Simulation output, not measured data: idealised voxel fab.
Documented hereafter: the process module known as voxel ribs on slabs.
Xsec cut, 195 nm wide, square cell size 5 nm.
Format of a cross-section: grid, square cells. Given as bands. Order: top down. Band: one or more rows of cells. Top height, bottom height, nm. Materials left to right, width each, nm. Single material + "edge to edge" = fills band edge to edge. "empty" = empty. Convention: height 0 is the level below which the wafer, as received, is all one material. The lowest band does not terminate at the bottom but continues downward, represented as "0..down". Read "30->40" as a graded width: first number on top, second number at the bottom, same change between each pair of neighbouring rows. "no change occurred" for a step: no cell of the cross-section changed in that step. "Sealed void list" means: voids of 8 cells or more that are shut off from the top with no open way through. Written width x height at distance, distance from the left edge, in nm. Note: text after step settings on the step line = simulator remark on that step. For masked steps, "overlay nm" on the step line gives how far right of plan the mask actually lay; a minus sign means it lay to the left.
The process steps that were planned are listed below
step 1: RECEIVE, material Si
step 2: DIRECTIONAL_DEP, material SiO2, thk nm 20
step 3: DIRECTIONAL_DEP, material polySi, thk nm 15
step 4: MASKED_ETCH, tone cover, mask id RIB, width nm 15, etch materials polySi, depth nm 5, overlay nm 0
step 5: DIRECTIONAL_DEP, material aC, thk nm 15
step 6: PATTERN, tone cover, mask id SLAB, material resist, width nm 55, thk nm 35, overlay nm 0
step 7: DIRECTIONAL_ETCH, etch materials aC, depth nm 15
step 8: STRIP, etch materials resist
step 9: DIRECTIONAL_ETCH, etch materials polySi, depth nm 10
step 10: STRIP, etch materials aC
step 11: FILL_DEP, material SiO2, thk nm 30
step 12: CMP, height nm 55
step 13: DIRECTIONAL_DEP, material TiN, thk nm 5
step 14: DIRECTIONAL_DEP, material aC, thk nm 15
step 15: PATTERN, tone cover, mask id HEATER, material resist, width nm 25, thk nm 30, overlay nm 0
step 16: DIRECTIONAL_ETCH, etch materials aC, depth nm 15
step 17: STRIP, etch materials resist
step 18: DIRECTIONAL_ETCH, etch materials TiN, depth nm 5
step 19: STRIP, etch materials aC
step 20: CONFORMAL_DEP, material SiN, thk nm 5
Cross-section of the wafer upon arrival, representing the state reached after step 1
> 0..down | Si edge to edge
> Sealed void list: none
Cross-section, end of module. Start: as above. Plan: as above. Execution: one mistake
> 65..60 | SiN edge to edge
> 60..35 | SiO2 edge to edge
> 35..30 | SiO2 (90) / polySi (15) / SiO2 (90)
> 30..20 | SiO2 (70) / polySi (55) / SiO2 (70)
> 20..0 | SiO2 edge to edge
> 0..down | Si edge to edge
> Sealed void list: none
Plan not followed: step 13 was run on a setting that differed from the plan, and what really ran there is DIRECTIONAL_DEP, material SiO2, thk nm 5
